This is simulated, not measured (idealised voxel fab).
process module | voxel wiring stack
cross-section cut | 260 nm wide | cells 5 nm
A cross-section is a grid of square cells, given in bands from the top down. A band is one or more rows of cells.
Each band's line starts with the height of the band's top and of its bottom, in nm. Then come its materials from left to right, each with its width in nm. One material with "throughout" fills the band from edge to edge. "air" is empty space.
Height 0 is the level under which the wafer as received is all one material. The lowest band goes on downwards, as in "0 down".
A width such as "30 to 40" changes by the same amount from each row of cells to the next, from the band's top row to its bottom row.
"no change" after a step means that no cell of the cross-section changed.
closed voids: empty space of 8 cells or more with no open way to the top, each as width x height at its distance from the left edge, in nm
after a step's settings: what the simulator itself notes on the step
overlay nm, on a step with a mask: how far to the right of its planned place the mask lay; to the left if negative
plan
1 op RECEIVE | material Si
2 op CONFORMAL_DEP | material SiO2 | thk nm 15
3 op CONFORMAL_DEP | material SiN | thk nm 5
4 op DIRECTIONAL_DEP | material SiO2 | thk nm 20
5 op PATTERN | tone open | mask id METAL_1 | material resist | width nm 30 | pitch nm 60 | thk nm 20 | overlay nm 0
6 op DIRECTIONAL_ETCH | etch materials SiO2 | depth nm 20
7 op DIRECTIONAL_ETCH | etch materials SiN | depth nm 5
8 op STRIP | etch materials resist
9 op CONFORMAL_DEP | material TiN | thk nm 5
10 op FILL_DEP | material Cu | thk nm 5
11 op CMP | height nm 40
12 op CONFORMAL_DEP | material SiCN | thk nm 5
13 op DIRECTIONAL_DEP | material lowk | thk nm 30
14 op PATTERN | tone open | mask id METAL_2_HOLES | material resist | width nm 15 | pitch nm 120 | thk nm 20 | overlay nm 0
15 op DIRECTIONAL_ETCH | etch materials lowk | depth nm 30
16 op STRIP | etch materials resist
17 op DIRECTIONAL_DEP | material aC | thk nm 15
18 op PATTERN | tone open | mask id METAL_2 | material resist | width nm 30 | pitch nm 60 | thk nm 35 | overlay nm 0
19 op DIRECTIONAL_ETCH | etch materials aC | depth nm 15
20 op STRIP | etch materials resist
21 op DIRECTIONAL_ETCH | etch materials lowk | depth nm 15
22 op DIRECTIONAL_ETCH | etch materials SiCN | depth nm 5
23 op STRIP | etch materials aC
24 op CONFORMAL_DEP | material TiN | thk nm 5
25 op FILL_DEP | material Cu | thk nm 5
26 op CMP | height nm 75
27 op CONFORMAL_DEP | material SiCN | thk nm 5
28 op DIRECTIONAL_DEP | material SiO2 | thk nm 20
29 op PATTERN | tone open | mask id PLUG_2 | material resist | width nm 15 | pitch nm 60 | thk nm 15 | overlay nm 0
30 op DIRECTIONAL_ETCH | etch materials SiO2 | depth nm 20
31 op DIRECTIONAL_ETCH | etch materials SiCN | depth nm 5
32 op STRIP | etch materials resist
33 op CONFORMAL_DEP | material TiN | thk nm 5
34 op FILL_DEP | material Cu | thk nm 10
35 op CMP | height nm 100
36 op DIRECTIONAL_DEP | material TiN | thk nm 5
37 op DIRECTIONAL_DEP | material W | thk nm 25
38 op MASKED_ETCH | tone cover | mask id METAL_3 | width nm 30 | pitch nm 60 | etch materials W | depth nm 25 | overlay nm 0
39 op MASKED_ETCH | tone cover | mask id METAL_3 | width nm 30 | pitch nm 60 | etch materials TiN | depth nm 5 | overlay nm 0
40 op CONFORMAL_DEP | material SiCN | thk nm 5
41 op FILL_DEP | material SiO2 | thk nm 10
42 op CMP | height nm 130
43 op CONFORMAL_DEP | material SiCN | thk nm 5
44 op DIRECTIONAL_DEP | material lowk | thk nm 20
45 op MASKED_ETCH | tone open | mask id PLUG_3 | width nm 15 | pitch nm 120 | etch materials lowk | depth nm 20 | overlay nm 0
46 op MASKED_ETCH | tone open | mask id PLUG_3 | width nm 15 | pitch nm 120 | etch materials SiCN | depth nm 5 | overlay nm 0
47 op EPI | material Ru | thk nm 10
48 op EPI | material Ru | thk nm 10
49 op EPI | material Ru | thk nm 5
50 op CONFORMAL_DEP | material SiCN | thk nm 5
51 op DIRECTIONAL_DEP | material SiO2 | thk nm 25
52 op PATTERN | tone open | mask id METAL_4 | material resist | width nm 30 | pitch nm 60 | thk nm 20 | overlay nm 0
53 op DIRECTIONAL_ETCH | etch materials SiO2 | depth nm 25
54 op DIRECTIONAL_ETCH | etch materials SiCN | depth nm 5
55 op STRIP | etch materials resist
56 op CONFORMAL_DEP | material TiN | thk nm 5
57 op FILL_DEP | material W | thk nm 5
58 op CMP | height nm 185
59 op EPI | material Ru | thk nm 5
60 op FILL_DEP | material SiCN | thk nm 5
first wafer, as planned
as received, after step 1
  0 down: Si throughout
  closed voids: none
after step 2
  15 to 0: SiO2 throughout
  below 0: unchanged
after step 3
  20 to 15: SiN throughout
  below 15: unchanged
after step 4
  40 to 20: SiO2 throughout
  below 20: unchanged
after step 5
  60 to 40: resist 55 | air 30 | resist 30 | air 30 | resist 30 | air 30 | resist 55
  below 40: unchanged
after step 6
  60 to 40: resist 55 | air 30 | resist 30 | air 30 | resist 30 | air 30 | resist 55
  40 to 20: SiO2 55 | air 30 | SiO2 30 | air 30 | SiO2 30 | air 30 | SiO2 55
  below 20: unchanged
after step 7
  60 to 40: resist 55 | air 30 | resist 30 | air 30 | resist 30 | air 30 | resist 55
  40 to 20: SiO2 55 | air 30 | SiO2 30 | air 30 | SiO2 30 | air 30 | SiO2 55
  20 to 15: SiN 55 | air 30 | SiN 30 | air 30 | SiN 30 | air 30 | SiN 55
  below 15: unchanged
after step 8
  40 to 20: SiO2 55 | air 30 | SiO2 30 | air 30 | SiO2 30 | air 30 | SiO2 55
  below 20: unchanged
after step 9
  45 to 40: TiN 60 | air 20 | TiN 40 | air 20 | TiN 40 | air 20 | TiN 60
  40 to 20: SiO2 55 | TiN 5 | air 20 | TiN 5 | SiO2 30 | TiN 5 | air 20 | TiN 5 | SiO2 30 | TiN 5 | air 20 | TiN 5 | SiO2 55
  20 to 15: SiN 55 | TiN 30 | SiN 30 | TiN 30 | SiN 30 | TiN 30 | SiN 55
  below 15: unchanged
after step 10
  50 to 45: Cu throughout
  45 to 40: TiN 60 | Cu 20 | TiN 40 | Cu 20 | TiN 40 | Cu 20 | TiN 60
  40 to 20: SiO2 55 | TiN 5 | Cu 20 | TiN 5 | SiO2 30 | TiN 5 | Cu 20 | TiN 5 | SiO2 30 | TiN 5 | Cu 20 | TiN 5 | SiO2 55
  below 20: unchanged
after step 11
  40 to 20: SiO2 55 | TiN 5 | Cu 20 | TiN 5 | SiO2 30 | TiN 5 | Cu 20 | TiN 5 | SiO2 30 | TiN 5 | Cu 20 | TiN 5 | SiO2 55
  below 20: unchanged
after step 12
  45 to 40: SiCN throughout
  below 40: unchanged
after step 13
  75 to 45: lowk throughout
  below 45: unchanged
after step 14
  95 to 75: resist 55 | air 15 | resist 105 | air 15 | resist 70
  below 75: unchanged
after step 15
  95 to 75: resist 55 | air 15 | resist 105 | air 15 | resist 70
  75 to 45: lowk 55 | air 15 | lowk 105 | air 15 | lowk 70
  below 45: unchanged
after step 16
  75 to 45: lowk 55 | air 15 | lowk 105 | air 15 | lowk 70
  below 45: unchanged
after step 17
  90 to 75: aC 55 | air 15 | aC 105 | air 15 | aC 70
  75 to 60: lowk 55 | air 15 | lowk 105 | air 15 | lowk 70
  60 to 45: lowk 55 | aC 15 | lowk 105 | aC 15 | lowk 70
  below 45: unchanged
after step 18
  125 to 90: resist 55 | air 30 | resist 30 | air 30 | resist 30 | air 30 | resist 55
  below 90: unchanged
after step 19
  110 to 90: resist 55 | air 30 | resist 30 | air 30 | resist 30 | air 30 | resist 55
  90 to 75: aC 55 | air 30 | aC 30 | air 30 | aC 30 | air 30 | aC 55
  75 to 45: lowk 55 | air 15 | lowk 105 | air 15 | lowk 70
  below 45: unchanged
after step 20
  90 to 75: aC 55 | air 30 | aC 30 | air 30 | aC 30 | air 30 | aC 55
  below 75: unchanged
after step 21
  90 to 75: aC 55 | air 30 | aC 30 | air 30 | aC 30 | air 30 | aC 55
  75 to 60: lowk 55 | air 30 | lowk 30 | air 30 | lowk 30 | air 30 | lowk 55
  below 60: unchanged
after step 22
  90 to 75: aC 55 | air 30 | aC 30 | air 30 | aC 30 | air 30 | aC 55
  75 to 60: lowk 55 | air 30 | lowk 30 | air 30 | lowk 30 | air 30 | lowk 55
  60 to 45: lowk 55 | air 15 | lowk 105 | air 15 | lowk 70
  45 to 40: SiCN 55 | air 15 | SiCN 105 | air 15 | SiCN 70
  below 40: unchanged
after step 23
  75 to 60: lowk 55 | air 30 | lowk 30 | air 30 | lowk 30 | air 30 | lowk 55
  below 60: unchanged
after step 24
  80 to 75: TiN 60 | air 20 | TiN 40 | air 20 | TiN 40 | air 20 | TiN 60
  75 to 65: lowk 55 | TiN 5 | air 20 | TiN 5 | lowk 30 | TiN 5 | air 20 | TiN 5 | lowk 30 | TiN 5 | air 20 | TiN 5 | lowk 55
  65 to 60: lowk 55 | TiN 5 | air 5 | TiN 20 | lowk 30 | TiN 30 | lowk 30 | TiN 5 | air 5 | TiN 20 | lowk 55
  60 to 45: lowk 55 | TiN 5 | air 5 | TiN 5 | lowk 105 | TiN 5 | air 5 | TiN 5 | lowk 70
  45 to 40: SiCN 55 | TiN 15 | SiCN 105 | TiN 15 | SiCN 70
  below 40: unchanged
after step 25
  85 to 80: Cu throughout
  80 to 75: TiN 60 | Cu 20 | TiN 40 | Cu 20 | TiN 40 | Cu 20 | TiN 60
  75 to 65: lowk 55 | TiN 5 | Cu 20 | TiN 5 | lowk 30 | TiN 5 | Cu 20 | TiN 5 | lowk 30 | TiN 5 | Cu 20 | TiN 5 | lowk 55
  65 to 60: lowk 55 | TiN 5 | Cu 5 | TiN 20 | lowk 30 | TiN 30 | lowk 30 | TiN 5 | Cu 5 | TiN 20 | lowk 55
  60 to 45: lowk 55 | TiN 5 | Cu 5 | TiN 5 | lowk 105 | TiN 5 | Cu 5 | TiN 5 | lowk 70
  below 45: unchanged
after step 26
  75 to 65: lowk 55 | TiN 5 | Cu 20 | TiN 5 | lowk 30 | TiN 5 | Cu 20 | TiN 5 | lowk 30 | TiN 5 | Cu 20 | TiN 5 | lowk 55
  below 65: unchanged
after step 27
  80 to 75: SiCN throughout
  below 75: unchanged
after step 28
  100 to 80: SiO2 throughout
  below 80: unchanged
after step 29
  115 to 100: resist 55 | air 15 | resist 45 | air 15 | resist 45 | air 15 | resist 70
  below 100: unchanged
after step 30
  115 to 100: resist 55 | air 15 | resist 45 | air 15 | resist 45 | air 15 | resist 70
  100 to 80: SiO2 55 | air 15 | SiO2 45 | air 15 | SiO2 45 | air 15 | SiO2 70
  below 80: unchanged
after step 31
  115 to 100: resist 55 | air 15 | resist 45 | air 15 | resist 45 | air 15 | resist 70
  100 to 80: SiO2 55 | air 15 | SiO2 45 | air 15 | SiO2 45 | air 15 | SiO2 70
  80 to 75: SiCN 55 | air 15 | SiCN 45 | air 15 | SiCN 45 | air 15 | SiCN 70
  below 75: unchanged
after step 32
  100 to 80: SiO2 55 | air 15 | SiO2 45 | air 15 | SiO2 45 | air 15 | SiO2 70
  below 80: unchanged
after step 33
  105 to 100: TiN 60 | air 5 | TiN 55 | air 5 | TiN 55 | air 5 | TiN 75
  100 to 80: SiO2 55 | TiN 5 | air 5 | TiN 5 | SiO2 45 | TiN 5 | air 5 | TiN 5 | SiO2 45 | TiN 5 | air 5 | TiN 5 | SiO2 70
  80 to 75: SiCN 55 | TiN 15 | SiCN 45 | TiN 15 | SiCN 45 | TiN 15 | SiCN 70
  below 75: unchanged
after step 34
  115 to 105: Cu throughout
  105 to 100: TiN 60 | Cu 5 | TiN 55 | Cu 5 | TiN 55 | Cu 5 | TiN 75
  100 to 80: SiO2 55 | TiN 5 | Cu 5 | TiN 5 | SiO2 45 | TiN 5 | Cu 5 | TiN 5 | SiO2 45 | TiN 5 | Cu 5 | TiN 5 | SiO2 70
  below 80: unchanged
after step 35
  100 to 80: SiO2 55 | TiN 5 | Cu 5 | TiN 5 | SiO2 45 | TiN 5 | Cu 5 | TiN 5 | SiO2 45 | TiN 5 | Cu 5 | TiN 5 | SiO2 70
  below 80: unchanged
after step 36
  105 to 100: TiN throughout
  below 100: unchanged
after step 37
  130 to 105: W throughout
  below 105: unchanged
after step 38
  130 to 105: air 55 | W 30 | air 30 | W 30 | air 30 | W 30 | air 55
  below 105: unchanged
after step 39
  130 to 105: air 55 | W 30 | air 30 | W 30 | air 30 | W 30 | air 55
  105 to 100: air 55 | TiN 30 | air 30 | TiN 30 | air 30 | TiN 30 | air 55
  below 100: unchanged
after step 40
  135 to 130: air 50 | SiCN 40 | air 20 | SiCN 40 | air 20 | SiCN 40 | air 50
  130 to 105: air 50 | SiCN 5 | W 30 | SiCN 5 | air 20 | SiCN 5 | W 30 | SiCN 5 | air 20 | SiCN 5 | W 30 | SiCN 5 | air 50
  105 to 100: SiCN 55 | TiN 30 | SiCN 30 | TiN 30 | SiCN 30 | TiN 30 | SiCN 55
  below 100: unchanged
after step 41
  145 to 135: SiO2 throughout
  135 to 130: SiO2 50 | SiCN 40 | SiO2 20 | SiCN 40 | SiO2 20 | SiCN 40 | SiO2 50
  130 to 105: SiO2 50 | SiCN 5 | W 30 | SiCN 5 | SiO2 20 | SiCN 5 | W 30 | SiCN 5 | SiO2 20 | SiCN 5 | W 30 | SiCN 5 | SiO2 50
  below 105: unchanged
after step 42
  130 to 105: SiO2 50 | SiCN 5 | W 30 | SiCN 5 | SiO2 20 | SiCN 5 | W 30 | SiCN 5 | SiO2 20 | SiCN 5 | W 30 | SiCN 5 | SiO2 50
  below 105: unchanged
after step 43
  135 to 130: SiCN throughout
  below 130: unchanged
after step 44
  155 to 135: lowk throughout
  below 135: unchanged
after step 45
  155 to 135: lowk 55 | air 15 | lowk 105 | air 15 | lowk 70
  below 135: unchanged
after step 46
  155 to 135: lowk 55 | air 15 | lowk 105 | air 15 | lowk 70
  135 to 130: SiCN 55 | air 15 | SiCN 105 | air 15 | SiCN 70
  below 130: unchanged
after step 47
  155 to 140: lowk 55 | air 15 | lowk 105 | air 15 | lowk 70
  140 to 135: lowk 55 | Ru 15 | lowk 105 | Ru 15 | lowk 70
  135 to 130: SiCN 55 | Ru 15 | SiCN 105 | Ru 15 | SiCN 70
  below 130: unchanged
after step 48
  155 to 150: lowk 55 | air 15 | lowk 105 | air 15 | lowk 70
  150 to 135: lowk 55 | Ru 15 | lowk 105 | Ru 15 | lowk 70
  below 135: unchanged
after step 49
  155 to 135: lowk 55 | Ru 15 | lowk 105 | Ru 15 | lowk 70
  below 135: unchanged
after step 50
  160 to 155: SiCN throughout
  below 155: unchanged
after step 51
  185 to 160: SiO2 throughout
  below 160: unchanged
after step 52
  205 to 185: resist 55 | air 30 | resist 30 | air 30 | resist 30 | air 30 | resist 55
  below 185: unchanged
after step 53
  205 to 185: resist 55 | air 30 | resist 30 | air 30 | resist 30 | air 30 | resist 55
  185 to 160: SiO2 55 | air 30 | SiO2 30 | air 30 | SiO2 30 | air 30 | SiO2 55
  below 160: unchanged
after step 54
  205 to 185: resist 55 | air 30 | resist 30 | air 30 | resist 30 | air 30 | resist 55
  185 to 160: SiO2 55 | air 30 | SiO2 30 | air 30 | SiO2 30 | air 30 | SiO2 55
  160 to 155: SiCN 55 | air 30 | SiCN 30 | air 30 | SiCN 30 | air 30 | SiCN 55
  below 155: unchanged
after step 55
  185 to 160: SiO2 55 | air 30 | SiO2 30 | air 30 | SiO2 30 | air 30 | SiO2 55
  below 160: unchanged
after step 56
  190 to 185: TiN 60 | air 20 | TiN 40 | air 20 | TiN 40 | air 20 | TiN 60
  185 to 160: SiO2 55 | TiN 5 | air 20 | TiN 5 | SiO2 30 | TiN 5 | air 20 | TiN 5 | SiO2 30 | TiN 5 | air 20 | TiN 5 | SiO2 55
  160 to 155: SiCN 55 | TiN 30 | SiCN 30 | TiN 30 | SiCN 30 | TiN 30 | SiCN 55
  below 155: unchanged
after step 57
  195 to 190: W throughout
  190 to 185: TiN 60 | W 20 | TiN 40 | W 20 | TiN 40 | W 20 | TiN 60
  185 to 160: SiO2 55 | TiN 5 | W 20 | TiN 5 | SiO2 30 | TiN 5 | W 20 | TiN 5 | SiO2 30 | TiN 5 | W 20 | TiN 5 | SiO2 55
  below 160: unchanged
after step 58
  185 to 160: SiO2 55 | TiN 5 | W 20 | TiN 5 | SiO2 30 | TiN 5 | W 20 | TiN 5 | SiO2 30 | TiN 5 | W 20 | TiN 5 | SiO2 55
  below 160: unchanged
after step 59
  190 to 185: air 50 | Ru 40 | air 20 | Ru 40 | air 20 | Ru 40 | air 50
  below 185: unchanged
after step 60
  195 to 190: SiCN throughout
  190 to 185: SiCN 50 | Ru 40 | SiCN 20 | Ru 40 | SiCN 20 | Ru 40 | SiCN 50
  below 185: unchanged
second wafer: like start, like plan, one mistake. Through step 1 it matches the first wafer
when step 2 should have ended
  10 to 0: SiO2 throughout
  below 0: unchanged
when step 3 should have ended
  15 to 10: SiN throughout
  below 10: unchanged
when step 4 should have ended
  35 to 15: SiO2 throughout
  below 15: unchanged
when step 5 should have ended
  55 to 35: resist 55 | air 30 | resist 30 | air 30 | resist 30 | air 30 | resist 55
  below 35: unchanged
when step 6 should have ended
  55 to 35: resist 55 | air 30 | resist 30 | air 30 | resist 30 | air 30 | resist 55
  35 to 15: SiO2 55 | air 30 | SiO2 30 | air 30 | SiO2 30 | air 30 | SiO2 55
  below 15: unchanged
when step 7 should have ended
  55 to 35: resist 55 | air 30 | resist 30 | air 30 | resist 30 | air 30 | resist 55
  35 to 15: SiO2 55 | air 30 | SiO2 30 | air 30 | SiO2 30 | air 30 | SiO2 55
  15 to 10: SiN 55 | air 30 | SiN 30 | air 30 | SiN 30 | air 30 | SiN 55
  below 10: unchanged
when step 8 should have ended
  35 to 15: SiO2 55 | air 30 | SiO2 30 | air 30 | SiO2 30 | air 30 | SiO2 55
  below 15: unchanged
when step 9 should have ended
  40 to 35: TiN 60 | air 20 | TiN 40 | air 20 | TiN 40 | air 20 | TiN 60
  35 to 15: SiO2 55 | TiN 5 | air 20 | TiN 5 | SiO2 30 | TiN 5 | air 20 | TiN 5 | SiO2 30 | TiN 5 | air 20 | TiN 5 | SiO2 55
  15 to 10: SiN 55 | TiN 30 | SiN 30 | TiN 30 | SiN 30 | TiN 30 | SiN 55
  below 10: unchanged
when step 10 should have ended
  45 to 40: Cu throughout
  40 to 35: TiN 60 | Cu 20 | TiN 40 | Cu 20 | TiN 40 | Cu 20 | TiN 60
  35 to 15: SiO2 55 | TiN 5 | Cu 20 | TiN 5 | SiO2 30 | TiN 5 | Cu 20 | TiN 5 | SiO2 30 | TiN 5 | Cu 20 | TiN 5 | SiO2 55
  below 15: unchanged
when step 11 should have ended
  40 to 35: TiN 60 | Cu 20 | TiN 40 | Cu 20 | TiN 40 | Cu 20 | TiN 60
  below 35: unchanged
when step 12 should have ended
  45 to 40: SiCN throughout
  below 40: unchanged
when step 13 should have ended
  75 to 45: lowk throughout
  below 45: unchanged
when step 14 should have ended
  95 to 75: resist 55 | air 15 | resist 105 | air 15 | resist 70
  below 75: unchanged
when step 15 should have ended
  95 to 75: resist 55 | air 15 | resist 105 | air 15 | resist 70
  75 to 45: lowk 55 | air 15 | lowk 105 | air 15 | lowk 70
  below 45: unchanged
when step 16 should have ended
  75 to 45: lowk 55 | air 15 | lowk 105 | air 15 | lowk 70
  below 45: unchanged
when step 17 should have ended
  90 to 75: aC 55 | air 15 | aC 105 | air 15 | aC 70
  75 to 60: lowk 55 | air 15 | lowk 105 | air 15 | lowk 70
  60 to 45: lowk 55 | aC 15 | lowk 105 | aC 15 | lowk 70
  below 45: unchanged
when step 18 should have ended
  125 to 90: resist 55 | air 30 | resist 30 | air 30 | resist 30 | air 30 | resist 55
  below 90: unchanged
when step 19 should have ended
  110 to 90: resist 55 | air 30 | resist 30 | air 30 | resist 30 | air 30 | resist 55
  90 to 75: aC 55 | air 30 | aC 30 | air 30 | aC 30 | air 30 | aC 55
  75 to 45: lowk 55 | air 15 | lowk 105 | air 15 | lowk 70
  below 45: unchanged
when step 20 should have ended
  90 to 75: aC 55 | air 30 | aC 30 | air 30 | aC 30 | air 30 | aC 55
  below 75: unchanged
when step 21 should have ended
  90 to 75: aC 55 | air 30 | aC 30 | air 30 | aC 30 | air 30 | aC 55
  75 to 60: lowk 55 | air 30 | lowk 30 | air 30 | lowk 30 | air 30 | lowk 55
  below 60: unchanged
when step 22 should have ended
  90 to 75: aC 55 | air 30 | aC 30 | air 30 | aC 30 | air 30 | aC 55
  75 to 60: lowk 55 | air 30 | lowk 30 | air 30 | lowk 30 | air 30 | lowk 55
  60 to 45: lowk 55 | air 15 | lowk 105 | air 15 | lowk 70
  45 to 40: SiCN 55 | air 15 | SiCN 105 | air 15 | SiCN 70
  below 40: unchanged
when step 23 should have ended
  75 to 60: lowk 55 | air 30 | lowk 30 | air 30 | lowk 30 | air 30 | lowk 55
  below 60: unchanged
when step 24 should have ended
  80 to 75: TiN 60 | air 20 | TiN 40 | air 20 | TiN 40 | air 20 | TiN 60
  75 to 65: lowk 55 | TiN 5 | air 20 | TiN 5 | lowk 30 | TiN 5 | air 20 | TiN 5 | lowk 30 | TiN 5 | air 20 | TiN 5 | lowk 55
  65 to 60: lowk 55 | TiN 5 | air 5 | TiN 20 | lowk 30 | TiN 30 | lowk 30 | TiN 5 | air 5 | TiN 20 | lowk 55
  60 to 45: lowk 55 | TiN 5 | air 5 | TiN 5 | lowk 105 | TiN 5 | air 5 | TiN 5 | lowk 70
  45 to 40: SiCN 55 | TiN 15 | SiCN 105 | TiN 15 | SiCN 70
  below 40: unchanged
when step 25 should have ended
  85 to 80: Cu throughout
  80 to 75: TiN 60 | Cu 20 | TiN 40 | Cu 20 | TiN 40 | Cu 20 | TiN 60
  75 to 65: lowk 55 | TiN 5 | Cu 20 | TiN 5 | lowk 30 | TiN 5 | Cu 20 | TiN 5 | lowk 30 | TiN 5 | Cu 20 | TiN 5 | lowk 55
  65 to 60: lowk 55 | TiN 5 | Cu 5 | TiN 20 | lowk 30 | TiN 30 | lowk 30 | TiN 5 | Cu 5 | TiN 20 | lowk 55
  60 to 45: lowk 55 | TiN 5 | Cu 5 | TiN 5 | lowk 105 | TiN 5 | Cu 5 | TiN 5 | lowk 70
  below 45: unchanged
when step 26 should have ended
  75 to 65: lowk 55 | TiN 5 | Cu 20 | TiN 5 | lowk 30 | TiN 5 | Cu 20 | TiN 5 | lowk 30 | TiN 5 | Cu 20 | TiN 5 | lowk 55
  below 65: unchanged
when step 27 should have ended
  80 to 75: SiCN throughout
  below 75: unchanged
when step 28 should have ended
  100 to 80: SiO2 throughout
  below 80: unchanged
when step 29 should have ended
  115 to 100: resist 55 | air 15 | resist 45 | air 15 | resist 45 | air 15 | resist 70
  below 100: unchanged
when step 30 should have ended
  115 to 100: resist 55 | air 15 | resist 45 | air 15 | resist 45 | air 15 | resist 70
  100 to 80: SiO2 55 | air 15 | SiO2 45 | air 15 | SiO2 45 | air 15 | SiO2 70
  below 80: unchanged
when step 31 should have ended
  115 to 100: resist 55 | air 15 | resist 45 | air 15 | resist 45 | air 15 | resist 70
  100 to 80: SiO2 55 | air 15 | SiO2 45 | air 15 | SiO2 45 | air 15 | SiO2 70
  80 to 75: SiCN 55 | air 15 | SiCN 45 | air 15 | SiCN 45 | air 15 | SiCN 70
  below 75: unchanged
when step 32 should have ended
  100 to 80: SiO2 55 | air 15 | SiO2 45 | air 15 | SiO2 45 | air 15 | SiO2 70
  below 80: unchanged
when step 33 should have ended
  105 to 100: TiN 60 | air 5 | TiN 55 | air 5 | TiN 55 | air 5 | TiN 75
  100 to 80: SiO2 55 | TiN 5 | air 5 | TiN 5 | SiO2 45 | TiN 5 | air 5 | TiN 5 | SiO2 45 | TiN 5 | air 5 | TiN 5 | SiO2 70
  80 to 75: SiCN 55 | TiN 15 | SiCN 45 | TiN 15 | SiCN 45 | TiN 15 | SiCN 70
  below 75: unchanged
when step 34 should have ended
  115 to 105: Cu throughout
  105 to 100: TiN 60 | Cu 5 | TiN 55 | Cu 5 | TiN 55 | Cu 5 | TiN 75
  100 to 80: SiO2 55 | TiN 5 | Cu 5 | TiN 5 | SiO2 45 | TiN 5 | Cu 5 | TiN 5 | SiO2 45 | TiN 5 | Cu 5 | TiN 5 | SiO2 70
  below 80: unchanged
when step 35 should have ended
  100 to 80: SiO2 55 | TiN 5 | Cu 5 | TiN 5 | SiO2 45 | TiN 5 | Cu 5 | TiN 5 | SiO2 45 | TiN 5 | Cu 5 | TiN 5 | SiO2 70
  below 80: unchanged
when step 36 should have ended
  105 to 100: TiN throughout
  below 100: unchanged
when step 37 should have ended
  130 to 105: W throughout
  below 105: unchanged
when step 38 should have ended
  130 to 105: air 55 | W 30 | air 30 | W 30 | air 30 | W 30 | air 55
  below 105: unchanged
when step 39 should have ended
  130 to 105: air 55 | W 30 | air 30 | W 30 | air 30 | W 30 | air 55
  105 to 100: air 55 | TiN 30 | air 30 | TiN 30 | air 30 | TiN 30 | air 55
  below 100: unchanged
when step 40 should have ended
  135 to 130: air 50 | SiCN 40 | air 20 | SiCN 40 | air 20 | SiCN 40 | air 50
  130 to 105: air 50 | SiCN 5 | W 30 | SiCN 5 | air 20 | SiCN 5 | W 30 | SiCN 5 | air 20 | SiCN 5 | W 30 | SiCN 5 | air 50
  105 to 100: SiCN 55 | TiN 30 | SiCN 30 | TiN 30 | SiCN 30 | TiN 30 | SiCN 55
  below 100: unchanged
when step 41 should have ended
  145 to 135: SiO2 throughout
  135 to 130: SiO2 50 | SiCN 40 | SiO2 20 | SiCN 40 | SiO2 20 | SiCN 40 | SiO2 50
  130 to 105: SiO2 50 | SiCN 5 | W 30 | SiCN 5 | SiO2 20 | SiCN 5 | W 30 | SiCN 5 | SiO2 20 | SiCN 5 | W 30 | SiCN 5 | SiO2 50
  below 105: unchanged
when step 42 should have ended
  130 to 105: SiO2 50 | SiCN 5 | W 30 | SiCN 5 | SiO2 20 | SiCN 5 | W 30 | SiCN 5 | SiO2 20 | SiCN 5 | W 30 | SiCN 5 | SiO2 50
  below 105: unchanged
when step 43 should have ended
  135 to 130: SiCN throughout
  below 130: unchanged
when step 44 should have ended
  155 to 135: lowk throughout
  below 135: unchanged
when step 45 should have ended
  155 to 135: lowk 55 | air 15 | lowk 105 | air 15 | lowk 70
  below 135: unchanged
when step 46 should have ended
  155 to 135: lowk 55 | air 15 | lowk 105 | air 15 | lowk 70
  135 to 130: SiCN 55 | air 15 | SiCN 105 | air 15 | SiCN 70
  below 130: unchanged
when step 47 should have ended
  155 to 140: lowk 55 | air 15 | lowk 105 | air 15 | lowk 70
  140 to 135: lowk 55 | Ru 15 | lowk 105 | Ru 15 | lowk 70
  135 to 130: SiCN 55 | Ru 15 | SiCN 105 | Ru 15 | SiCN 70
  below 130: unchanged
when step 48 should have ended
  155 to 150: lowk 55 | air 15 | lowk 105 | air 15 | lowk 70
  150 to 135: lowk 55 | Ru 15 | lowk 105 | Ru 15 | lowk 70
  below 135: unchanged
when step 49 should have ended
  155 to 135: lowk 55 | Ru 15 | lowk 105 | Ru 15 | lowk 70
  below 135: unchanged
when step 50 should have ended
  160 to 155: SiCN throughout
  below 155: unchanged
when step 51 should have ended
  185 to 160: SiO2 throughout
  below 160: unchanged
when step 52 should have ended
  205 to 185: resist 55 | air 30 | resist 30 | air 30 | resist 30 | air 30 | resist 55
  below 185: unchanged
when step 53 should have ended
  205 to 185: resist 55 | air 30 | resist 30 | air 30 | resist 30 | air 30 | resist 55
  185 to 160: SiO2 55 | air 30 | SiO2 30 | air 30 | SiO2 30 | air 30 | SiO2 55
  below 160: unchanged
when step 54 should have ended
  205 to 185: resist 55 | air 30 | resist 30 | air 30 | resist 30 | air 30 | resist 55
  185 to 160: SiO2 55 | air 30 | SiO2 30 | air 30 | SiO2 30 | air 30 | SiO2 55
  160 to 155: SiCN 55 | air 30 | SiCN 30 | air 30 | SiCN 30 | air 30 | SiCN 55
  below 155: unchanged
when step 55 should have ended
  185 to 160: SiO2 55 | air 30 | SiO2 30 | air 30 | SiO2 30 | air 30 | SiO2 55
  below 160: unchanged
when step 56 should have ended
  190 to 185: TiN 60 | air 20 | TiN 40 | air 20 | TiN 40 | air 20 | TiN 60
  185 to 160: SiO2 55 | TiN 5 | air 20 | TiN 5 | SiO2 30 | TiN 5 | air 20 | TiN 5 | SiO2 30 | TiN 5 | air 20 | TiN 5 | SiO2 55
  160 to 155: SiCN 55 | TiN 30 | SiCN 30 | TiN 30 | SiCN 30 | TiN 30 | SiCN 55
  below 155: unchanged
when step 57 should have ended
  195 to 190: W throughout
  190 to 185: TiN 60 | W 20 | TiN 40 | W 20 | TiN 40 | W 20 | TiN 60
  185 to 160: SiO2 55 | TiN 5 | W 20 | TiN 5 | SiO2 30 | TiN 5 | W 20 | TiN 5 | SiO2 30 | TiN 5 | W 20 | TiN 5 | SiO2 55
  below 160: unchanged
when step 58 should have ended
  185 to 160: SiO2 55 | TiN 5 | W 20 | TiN 5 | SiO2 30 | TiN 5 | W 20 | TiN 5 | SiO2 30 | TiN 5 | W 20 | TiN 5 | SiO2 55
  below 160: unchanged
when step 59 should have ended
  190 to 185: air 50 | Ru 40 | air 20 | Ru 40 | air 20 | Ru 40 | air 50
  below 185: unchanged
when step 60 should have ended
  195 to 190: SiCN throughout
  190 to 185: SiCN 50 | Ru 40 | SiCN 20 | Ru 40 | SiCN 20 | Ru 40 | SiCN 50
  below 185: unchanged
what went wrong: step 2 ran as: op CONFORMAL_DEP | material SiO2 | thk nm 10
at the end the second wafer has, in cells: 12 more of Cu | 52 fewer of SiO2 | 40 more of TiN
